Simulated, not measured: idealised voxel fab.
Process module heading - voxel capacitor over wiring
Square cell edge 5 nm, section width 165 nm, ID cut.
Cross-sections here: square-cell grids, written as top-down lists of bands, a band being one or more rows of cells. Look at the band entry: it leads with the top's height and the bottom's height in nm. Then it lists the materials left to right, with a width in nm for each. The word "full width" on a single material says that material fills the band edge to edge. The word "air" is empty space. A quick word on heights: they are counted from 0, and under that level the wafer as it came to us is one material throughout. The lowest band is different from the rest in having no bottom; it simply continues downward, written as in "0 nm and below". The two numbers in a width such as "30..40" mark its ends across the band: the first belongs to the top row of cells, the second to the bottom row, and from each row to the next the width moves by the same amount. The cross-section has no changed cell in any step marked "nothing changed". For the entry "Sealed voids", the listed items are empty spaces with no open way to the top whose size is 8 cells or more; each item follows the pattern width x height at distance, where distance is from the left edge and all three are in nm. On each step's line, the part that comes after the settings is the simulator's own comment on the step. The line of a step may include "overlay nm". On a step with a mask, this value is how far to the right of its planned place the mask lay. A negative value means the mask lay to the left.
This section lists the process steps that were planned:
- 1: op RECEIVE | material Si
- 2: op CONFORMAL_DEP | material SiO2 | thk nm 15
- 3: op DIRECTIONAL_DEP | material TiN | thk nm 5
- 4: op DIRECTIONAL_DEP | material W | thk nm 15
- 5: op DIRECTIONAL_DEP | material aC | thk nm 10
- 6: op PATTERN | tone cover | mask id METAL_1 | material resist | width nm 30 | pitch nm 80 | thk nm 25 | overlay nm 0
- 7: op DIRECTIONAL_ETCH | etch materials aC | depth nm 10
- 8: op STRIP | etch materials resist
- 9: op DIRECTIONAL_ETCH | etch materials W | depth nm 15
- 10: op DIRECTIONAL_ETCH | etch materials TiN | depth nm 5
- 11: op STRIP | etch materials aC
- 12: op CONFORMAL_DEP | material SiCN | thk nm 5
- 13: op FILL_DEP | material lowk | thk nm 5
- 14: op CMP | height nm 35
- 15: op CONFORMAL_DEP | material SiCN | thk nm 5
- 16: op DIRECTIONAL_DEP | material SiO2 | thk nm 15
- 17: op MASKED_ETCH | tone open | mask id PLUG_1 | width nm 15 | etch materials SiO2 | depth nm 15 | overlay nm 0
- 18: op MASKED_ETCH | tone open | mask id PLUG_1 | width nm 15 | etch materials SiCN | depth nm 5 | overlay nm 0
- 19: op EPI | material Ru | thk nm 10
- 20: op EPI | material Ru | thk nm 10
- 21: op DIRECTIONAL_DEP | material TiN | thk nm 10
- 22: op DIRECTIONAL_DEP | material SiN | thk nm 5
- 23: op DIRECTIONAL_DEP | material TiN | thk nm 5
- 24: op PATTERN | tone cover | mask id UPPER_PLATE | material resist | width nm 55 | thk nm 15 | overlay nm 0
- 25: op DIRECTIONAL_ETCH | etch materials TiN | depth nm 5
- 26: op DIRECTIONAL_ETCH | etch materials SiN | depth nm 5
- 27: op STRIP | etch materials resist
- 28: op MASKED_ETCH | tone cover | mask id LOWER_PLATE | width nm 65 | etch materials TiN | depth nm 10 | overlay nm 0
- 29: op FILL_DEP | material SiO2 | thk nm 15
- 30: op CMP | height nm 85
- 31: op MASKED_ETCH | tone open | mask id PLUG_2 | width nm 15 | etch materials SiO2 | depth nm 10 | overlay nm 0
- 32: op CONFORMAL_DEP | material TiN | thk nm 5
- 33: op FILL_DEP | material Cu | thk nm 5
- 34: op CMP | height nm 85
- 35: op CONFORMAL_DEP | material SiN | thk nm 5
Step 1 complete: cross-section of the wafer as received:
* 0 nm and below  Si full width
* Sealed voids: none
First of two wafers: cross-section at end of module, run per plan:
* 90 nm to 85 nm  SiN full width
* 85 nm to 80 nm  50 nm SiO2, then 5 nm TiN, then 5 nm Cu, then 5 nm TiN, then 100 nm SiO2
* 80 nm to 70 nm  50..40 nm SiO2, then 15..55 nm TiN, then 100..70 nm SiO2
* 70 nm to 65 nm  40 nm SiO2, then 55 nm SiN, then 70 nm SiO2
* 65 nm to 55 nm  35 nm SiO2, then 65 nm TiN, then 65 nm SiO2
* 55 nm to 40 nm  40 nm SiO2, then 15 nm Ru, then 110 nm SiO2
* 40 nm to 35 nm  40 nm SiCN, then 15 nm Ru, then 110 nm SiCN
* 35 nm to 20 nm  20 nm lowk, then 5 nm SiCN, then 30 nm W, then 5 nm SiCN, then 40 nm lowk, then 5 nm SiCN, then 30 nm W, then 5 nm SiCN, then 25 nm lowk
* 20 nm to 15 nm  25 nm SiCN, then 30 nm TiN, then 50 nm SiCN, then 30 nm TiN, then 30 nm SiCN
* 15 nm to 0 nm  SiO2 full width
* 0 nm and below  Si full width
* Sealed voids: none
Now the second wafer, cross-sectioned at the end of the module. Nothing different at the start, nothing different in the plan compared with the first, just one mistake when it was actually run:
* 90 nm to 85 nm  SiN full width
* 85 nm to 80 nm  50 nm SiO2, then 5 nm TiN, then 5 nm Cu, then 5 nm TiN, then 100 nm SiO2
* 80 nm to 70 nm  50..55 nm SiO2, then 15..40 nm TiN, then 100..70 nm SiO2
* 70 nm to 65 nm  55 nm SiO2, then 40 nm SiN, then 70 nm SiO2
* 65 nm to 55 nm  35 nm SiO2, then 5 nm TiN, then 15 nm SiO2, then 45 nm TiN, then 65 nm SiO2
* 55 nm to 50 nm  40 nm SiO2, then 15 nm TiN, then 110 nm SiO2
* 50 nm to 45 nm  40 nm SiO2, then 15 nm SiN, then 110 nm SiO2
* 45 nm to 40 nm  40 nm SiO2, then 15 nm TiN, then 110 nm SiO2
* 40 nm to 35 nm  40 nm SiCN, then 15 nm TiN, then 110 nm SiCN
* 35 nm to 30 nm  20 nm lowk, then 40 nm SiCN, then 40 nm lowk, then 40 nm SiCN, then 25 nm lowk
* 30 nm to 20 nm  20 nm lowk, then 5 nm SiCN, then 30 nm W, then 5 nm SiCN, then 40 nm lowk, then 5 nm SiCN, then 30 nm W, then 5 nm SiCN, then 25 nm lowk
* 20 nm to 15 nm  25 nm SiCN, then 30 nm W, then 50 nm SiCN, then 30 nm W, then 30 nm SiCN
* 15 nm to 0 nm  SiO2 full width
* 0 nm and below  Si full width
* Sealed voids: none
In executing the process, a mistake was made relative to the plan: step 3 of the plan was bypassed and not carried out
Heads up, by the end the second wafer has more or fewer cells of some materials compared to the first: Ru: 12 fewer, SiCN: 12 more, SiO2: 12 more, TiN: 12 fewer
